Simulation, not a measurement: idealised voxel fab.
The document below concerns the process module designated voxel lift off.
Displayed cross-section: cut, width of 285 nm, square cells sized 5 nm.
Cross-section = grid of square cells, listed top down in bands; band = one or more rows. Top, bottom (nm), then materials left to right with widths (nm); lone material tagged "all across" fills the whole band edge to edge; "air" = empty space. Heights are measured from 0, the level below which the as-received wafer is all one material; the lowest band has no bottom and continues downward, written as in "0 and below". Width "30->40": first value at the band's top row of cells, second value at its bottom row, equal change from row to row. Reading "no modification" for a step: not a cell of the cross-section changed in it. The entry titled "Voids, fully enclosed" provides the empty spaces that have no open way to the top, restricted to those of 8 cells or more. Each is presented as width x height at distance, the distance being measured from the left edge, with all three in nm. That trailing text on a step's line, after the settings, is the simulator's own remark on the step. What "overlay nm" on a step's line means: if the step has a mask, that mask lay this far to the right of its planned place, or, when the value is negative, to the left.

### This section lists the process steps that were planned
1,RECEIVE,material Si
2,CONFORMAL_DEP,material Al2O3,thk nm 5
3,PATTERN,tone open,mask id LINES,material resist,width nm 20,pitch nm 50,thk nm 20,overlay nm 0
4,DIRECTIONAL_DEP,material Ru,thk nm 10
5,STRIP,etch materials resist
6,CONFORMAL_DEP,material SiN,thk nm 5
What sets these wafers apart? The thk nm at step 6. They all start alike, and the plan carries the first wafer's value.

### The first of several wafers as received, shown in cross-section; this is its state after step 1
0 and below | Si all across
Voids, fully enclosed: none

### First wafer of several, cross-section, module end, after step 6 (last)
20 down to 15 | air (50), SiN (30), air (20), SiN (30), air (20), SiN (30), air (20), SiN (30), air (55)
15 down to 10 | air (50), SiN (5), Ru (20), SiN (5), air (20), SiN (5), Ru (20), SiN (5), air (20), SiN (5), Ru (20), SiN (5), air (20), SiN (5), Ru (20), SiN (5), air (55)
10 down to 5 | SiN (55), Ru (20), SiN (30), Ru (20), SiN (30), Ru (20), SiN (30), Ru (20), SiN (60)
5 down to 0 | Al2O3 all across
0 and below | Si all across
Voids, fully enclosed: none

### Cross-section of the final wafer among several, taken at the end of the module
35 down to 25 | air (35), SiN (210), air (40)
25 down to 15 | SiN all across
15 down to 5 | SiN (55), Ru (20), SiN (30), Ru (20), SiN (30), Ru (20), SiN (30), Ru (20), SiN (60)
5 down to 0 | Al2O3 all across
0 and below | Si all across
Voids, fully enclosed: none

### Take any row and you have a wafer at the end of the module: how many cells of each material it has gained (+) or lost (-) since it was received, and then its closed voids
thk nm 5, +57 Al2O3, +32 Ru, +73 SiN, Voids, fully enclosed: none
thk nm 10, +57 Al2O3, +32 Ru, +146 SiN, Voids, fully enclosed: none
thk nm 15, +57 Al2O3, +32 Ru, +219 SiN, Voids, fully enclosed: none
thk nm 20, +57 Al2O3, +32 Ru, +280 SiN, Voids, fully enclosed: none
